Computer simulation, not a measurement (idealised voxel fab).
process module | voxel capacitor over wiring
cross-section cut | 155 nm wide | cells 5 nm
A cross-section is a grid of square cells, given in bands from the top down. A band is one or more rows of cells.
Each band's line starts with the height of the band's top and of its bottom, in nm. Then come its materials from left to right, each with its width in nm. One material with "throughout" fills the band from edge to edge. "air" is empty space.
Height 0 is the level under which the wafer as received is all one material. The lowest band goes on downwards, as in "0 down".
A width such as "30 to 40" changes by the same amount from each row of cells to the next, from the band's top row to its bottom row.
"no change" after a step means that no cell of the cross-section changed.
closed voids: empty space of 8 cells or more with no open way to the top, each as width x height at its distance from the left edge, in nm
after a step's settings: what the simulator itself notes on the step
overlay nm, on a step with a mask: how far to the right of its planned place the mask lay; to the left if negative
plan
1 op RECEIVE | material Si
2 op CONFORMAL_DEP | material SiO2 | thk nm 10
3 op CONFORMAL_DEP | material SiN | thk nm 5
4 op DIRECTIONAL_DEP | material SiO2 | thk nm 25
5 op DIRECTIONAL_DEP | material aC | thk nm 15
6 op PATTERN | tone open | mask id METAL_1 | material resist | width nm 20 | pitch nm 85 | thk nm 30 | overlay nm 0
7 op DIRECTIONAL_ETCH | etch materials aC | depth nm 15
8 op STRIP | etch materials resist
9 op DIRECTIONAL_ETCH | etch materials SiO2 | depth nm 25
10 op DIRECTIONAL_ETCH | etch materials SiN | depth nm 5
11 op STRIP | etch materials aC
12 op CONFORMAL_DEP | material TiN | thk nm 5
13 op FILL_DEP | material Cu | thk nm 5
14 op CMP | height nm 40
15 op CONFORMAL_DEP | material SiCN | thk nm 5
16 op DIRECTIONAL_DEP | material SiO2 | thk nm 15
17 op DIRECTIONAL_DEP | material aC | thk nm 15
18 op PATTERN | tone open | mask id PLUG_1 | material resist | width nm 15 | thk nm 30 | overlay nm 0
19 op DIRECTIONAL_ETCH | etch materials aC | depth nm 15
20 op STRIP | etch materials resist
21 op DIRECTIONAL_ETCH | etch materials SiO2 | depth nm 15
22 op DIRECTIONAL_ETCH | etch materials SiCN | depth nm 5
23 op STRIP | etch materials aC
24 op EPI | material Ru | thk nm 10
25 op EPI | material Ru | thk nm 10
26 op DIRECTIONAL_DEP | material TiN | thk nm 10
27 op DIRECTIONAL_DEP | material SiN | thk nm 5
28 op DIRECTIONAL_DEP | material TiN | thk nm 5
29 op PATTERN | tone cover | mask id UPPER_PLATE | material resist | width nm 70 | thk nm 15 | overlay nm 0
30 op DIRECTIONAL_ETCH | etch materials TiN | depth nm 5
31 op DIRECTIONAL_ETCH | etch materials SiN | depth nm 5
32 op STRIP | etch materials resist
33 op MASKED_ETCH | tone cover | mask id LOWER_PLATE | width nm 80 | etch materials TiN | depth nm 10 | overlay nm 0
34 op FILL_DEP | material SiO2 | thk nm 15
35 op CMP | height nm 90
36 op MASKED_ETCH | tone open | mask id PLUG_2 | width nm 15 | etch materials SiO2 | depth nm 10 | overlay nm 0
37 op CONFORMAL_DEP | material TiN | thk nm 5
38 op FILL_DEP | material Ru | thk nm 10
39 op CMP | height nm 90
40 op CONFORMAL_DEP | material SiCN | thk nm 5
first wafer, as planned
as received, after step 1
  0 down: Si throughout
  closed voids: none
after step 2
  10 to 0: SiO2 throughout
  below 0: unchanged
after step 3
  15 to 10: SiN throughout
  below 10: unchanged
after step 4
  40 to 15: SiO2 throughout
  below 15: unchanged
after step 5
  55 to 40: aC throughout
  below 40: unchanged
after step 6
  85 to 55: resist 25 | air 20 | resist 65 | air 20 | resist 25
  below 55: unchanged
after step 7
  70 to 55: resist 25 | air 20 | resist 65 | air 20 | resist 25
  55 to 40: aC 25 | air 20 | aC 65 | air 20 | aC 25
  below 40: unchanged
after step 8
  55 to 40: aC 25 | air 20 | aC 65 | air 20 | aC 25
  below 40: unchanged
after step 9
  55 to 40: aC 25 | air 20 | aC 65 | air 20 | aC 25
  40 to 15: SiO2 25 | air 20 | SiO2 65 | air 20 | SiO2 25
  below 15: unchanged
after step 10
  55 to 40: aC 25 | air 20 | aC 65 | air 20 | aC 25
  40 to 15: SiO2 25 | air 20 | SiO2 65 | air 20 | SiO2 25
  15 to 10: SiN 25 | air 20 | SiN 65 | air 20 | SiN 25
  below 10: unchanged
after step 11
  40 to 15: SiO2 25 | air 20 | SiO2 65 | air 20 | SiO2 25
  below 15: unchanged
after step 12
  45 to 40: TiN 30 | air 10 | TiN 75 | air 10 | TiN 30
  40 to 15: SiO2 25 | TiN 5 | air 10 | TiN 5 | SiO2 65 | TiN 5 | air 10 | TiN 5 | SiO2 25
  15 to 10: SiN 25 | TiN 20 | SiN 65 | TiN 20 | SiN 25
  below 10: unchanged
after step 13
  50 to 45: Cu throughout
  45 to 40: TiN 30 | Cu 10 | TiN 75 | Cu 10 | TiN 30
  40 to 15: SiO2 25 | TiN 5 | Cu 10 | TiN 5 | SiO2 65 | TiN 5 | Cu 10 | TiN 5 | SiO2 25
  below 15: unchanged
after step 14
  40 to 15: SiO2 25 | TiN 5 | Cu 10 | TiN 5 | SiO2 65 | TiN 5 | Cu 10 | TiN 5 | SiO2 25
  below 15: unchanged
after step 15
  45 to 40: SiCN throughout
  below 40: unchanged
after step 16
  60 to 45: SiO2 throughout
  below 45: unchanged
after step 17
  75 to 60: aC throughout
  below 60: unchanged
after step 18
  105 to 75: resist 30 | air 15 | resist 110
  below 75: unchanged
after step 19
  90 to 75: resist 30 | air 15 | resist 110
  75 to 60: aC 30 | air 15 | aC 110
  below 60: unchanged
after step 20
  75 to 60: aC 30 | air 15 | aC 110
  below 60: unchanged
after step 21
  75 to 60: aC 30 | air 15 | aC 110
  60 to 45: SiO2 30 | air 15 | SiO2 110
  below 45: unchanged
after step 22
  75 to 60: aC 30 | air 15 | aC 110
  60 to 45: SiO2 30 | air 15 | SiO2 110
  45 to 40: SiCN 30 | air 15 | SiCN 110
  below 40: unchanged
after step 23
  60 to 45: SiO2 30 | air 15 | SiO2 110
  below 45: unchanged
after step 24
  60 to 50: SiO2 30 | air 15 | SiO2 110
  50 to 45: SiO2 30 | Ru 15 | SiO2 110
  45 to 40: SiCN 30 | Ru 15 | SiCN 110
  below 40: unchanged
after step 25
  60 to 45: SiO2 30 | Ru 15 | SiO2 110
  below 45: unchanged
after step 26
  70 to 60: TiN throughout
  below 60: unchanged
after step 27
  75 to 70: SiN throughout
  below 70: unchanged
after step 28
  80 to 75: TiN throughout
  below 75: unchanged
after step 29
  95 to 80: air 30 | resist 70 | air 55
  below 80: unchanged
after step 30
  95 to 80: air 30 | resist 70 | air 55
  80 to 75: air 30 | TiN 70 | air 55
  below 75: unchanged
after step 31
  95 to 80: air 30 | resist 70 | air 55
  80 to 75: air 30 | TiN 70 | air 55
  75 to 70: air 30 | SiN 70 | air 55
  below 70: unchanged
after step 32
  80 to 75: air 30 | TiN 70 | air 55
  below 75: unchanged
after step 33
  80 to 75: air 30 | TiN 70 | air 55
  75 to 70: air 30 | SiN 70 | air 55
  70 to 60: air 25 | TiN 80 | air 50
  below 60: unchanged
after step 34
  95 to 80: SiO2 throughout
  80 to 75: SiO2 30 | TiN 70 | SiO2 55
  75 to 70: SiO2 30 | SiN 70 | SiO2 55
  70 to 60: SiO2 25 | TiN 80 | SiO2 50
  below 60: unchanged
after step 35
  90 to 80: SiO2 throughout
  below 80: unchanged
after step 36
  90 to 80: SiO2 40 | air 15 | SiO2 100
  below 80: unchanged
after step 37
  95 to 90: TiN 45 | air 5 | TiN 105
  90 to 85: SiO2 40 | TiN 5 | air 5 | TiN 5 | SiO2 100
  85 to 75: SiO2 40 to 30 | TiN 15 to 70 | SiO2 100 to 55
  below 75: unchanged
after step 38
  105 to 95: Ru throughout
  95 to 90: TiN 45 | Ru 5 | TiN 105
  90 to 85: SiO2 40 | TiN 5 | Ru 5 | TiN 5 | SiO2 100
  below 85: unchanged
after step 39
  90 to 85: SiO2 40 | TiN 5 | Ru 5 | TiN 5 | SiO2 100
  below 85: unchanged
after step 40
  95 to 90: SiCN throughout
  below 90: unchanged
second wafer: like start, like plan, one mistake. Through step 32 it matches the first wafer
when step 33 should have ended
  80 to 75: air 30 | TiN 70 | air 55
  75 to 70: air 30 | SiN 70 | air 55
  70 to 60: air 30 | TiN 80 | air 45
  below 60: unchanged
when step 34 should have ended
  95 to 80: SiO2 throughout
  80 to 75: SiO2 30 | TiN 70 | SiO2 55
  75 to 70: SiO2 30 | SiN 70 | SiO2 55
  70 to 60: SiO2 30 | TiN 80 | SiO2 45
  below 60: unchanged
when step 35 should have ended
  90 to 80: SiO2 throughout
  below 80: unchanged
when step 36 should have ended
  90 to 80: SiO2 40 | air 15 | SiO2 100
  below 80: unchanged
when step 37 should have ended
  95 to 90: TiN 45 | air 5 | TiN 105
  90 to 85: SiO2 40 | TiN 5 | air 5 | TiN 5 | SiO2 100
  85 to 75: SiO2 40 to 30 | TiN 15 to 70 | SiO2 100 to 55
  below 75: unchanged
when step 38 should have ended
  105 to 95: Ru throughout
  95 to 90: TiN 45 | Ru 5 | TiN 105
  90 to 85: SiO2 40 | TiN 5 | Ru 5 | TiN 5 | SiO2 100
  below 85: unchanged
when step 39 should have ended
  90 to 85: SiO2 40 | TiN 5 | Ru 5 | TiN 5 | SiO2 100
  below 85: unchanged
when step 40 should have ended
  95 to 90: SiCN throughout
  below 90: unchanged
what went wrong: step 33 ran as: op MASKED_ETCH | tone cover | mask id LOWER_PLATE | width nm 80 | etch materials TiN | depth nm 10 | overlay nm 5
at the end the second wafer has, in cells: as many of each material as the first, in other places
